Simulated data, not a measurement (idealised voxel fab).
voxel wiring stack: a process module
FYI the section here is cut, 155 nm wide, cells are 5 nm squares.
In this document a cross-section is written as a grid of square cells. It is given as a series of bands, listed from the top down, and a band is one or more rows of cells. Band entry format. Leading values: height of top, height of bottom, nm. Remainder: materials in left-to-right order, each with its width in nm. Special words: "all across" on a single material, which then fills the band edge to edge; "air", empty space. Convention: height 0 is the level below which the wafer, as received, is all one material. The lowest band does not terminate at the bottom but continues downward, represented as "0..down". It should be noted that a width expressed as "30..40" varies in equal increments from row to row of cells within the band, taking the value of the first number at the top row and that of the second number at the bottom row. Reading "all unchanged" for a step: not a cell of the cross-section changed in it. Each empty space that has no open way to the top and spans at least 8 cells appears under "Fully sealed voids" as width x height at distance, the distance counted from the left edge, all in nm. Formally, on a step line, whatever follows the settings is a remark that the simulator itself makes on the step. overlay nm: mask offset rightward from planned place, masked step; negative means leftward offset.

**Planned step list for the process**
1 RECEIVE: material Si
2 CONFORMAL_DEP: material SiO2, thk nm 15
3 DIRECTIONAL_DEP: material TiN, thk nm 5
4 DIRECTIONAL_DEP: material W, thk nm 20
5 PATTERN: tone cover, mask id METAL_1, material resist, width nm 20, pitch nm 50, thk nm 20, overlay nm 0
6 DIRECTIONAL_ETCH: etch materials W, depth nm 20
7 DIRECTIONAL_ETCH: etch materials TiN, depth nm 5
8 STRIP: etch materials resist
9 CONFORMAL_DEP: material SiCN, thk nm 5
10 FILL_DEP: material lowk, thk nm 10
11 CMP: height nm 40
12 CONFORMAL_DEP: material SiCN, thk nm 5
13 DIRECTIONAL_DEP: material SiO2, thk nm 35
14 DIRECTIONAL_DEP: material aC, thk nm 10
15 PATTERN: tone open, mask id METAL_2, material resist, width nm 20, pitch nm 50, thk nm 25, overlay nm 0
16 DIRECTIONAL_ETCH: etch materials aC, depth nm 10
17 STRIP: etch materials resist
18 DIRECTIONAL_ETCH: etch materials SiO2, depth nm 20
19 STRIP: etch materials aC
20 PATTERN: tone open, mask id METAL_2_HOLES, material resist, width nm 15, thk nm 20, overlay nm 0
21 DIRECTIONAL_ETCH: etch materials SiO2, depth nm 15
22 DIRECTIONAL_ETCH: etch materials SiCN, depth nm 5
23 STRIP: etch materials resist
24 CONFORMAL_DEP: material TiN, thk nm 5
25 FILL_DEP: material Cu, thk nm 10
26 CMP: height nm 80
27 CONFORMAL_DEP: material SiN, thk nm 5

**Cross-section of the wafer at receipt, which is the condition after step 1**
	0..down | Si all across
	Fully sealed voids: none

**Wafer cross-section at module end: first of two, run to plan**
	85..80 | SiN all across
	80..65 | SiO2=40 / TiN=5 / Cu=10 / TiN=5 / SiO2=30 / TiN=5 / Cu=10 / TiN=5 / SiO2=45
	65..60 | SiO2=40 / TiN=5 / Cu=5 / TiN=10 / SiO2=30 / TiN=20 / SiO2=45
	60..45 | SiO2=40 / TiN=5 / Cu=5 / TiN=5 / SiO2=100
	45..40 | SiCN=40 / TiN=15 / SiCN=100
	40..20 | lowk=35 / SiCN=5 / W=20 / SiCN=5 / lowk=20 / SiCN=5 / W=20 / SiCN=5 / lowk=40
	20..15 | SiCN=40 / TiN=20 / SiCN=30 / TiN=20 / SiCN=45
	15..0 | SiO2 all across
	0..down | Si all across
	Fully sealed voids: none

**Cross-section, second wafer: same start as the first, same plan as the first, one mistake in running it; taken at the end of the module**
	85..80 | SiN all across
	80..75 | Cu all across
	75..70 | TiN=45 / Cu=5 / TiN=105
	70..60 | SiO2=40 / TiN=5 / Cu=5 / TiN=5 / SiO2=100
	60..55 | SiO2=40 / TiN=15 / SiO2=100
	55..45 | aC all across
	45..40 | SiCN all across
	40..20 | lowk=35 / SiCN=5 / W=20 / SiCN=5 / lowk=20 / SiCN=5 / W=20 / SiCN=5 / lowk=40
	20..15 | SiCN=40 / TiN=20 / SiCN=30 / TiN=20 / SiCN=45
	15..0 | SiO2 all across
	0..down | Si all across
	Fully sealed voids: none
Finding, execution versus plan: mixed up steps 13 and 14 - ran each in the other's place
at the end the second wafer has, in cells: +18 Cu, +3 SiCN, -92 SiO2, +9 TiN, +62 aC
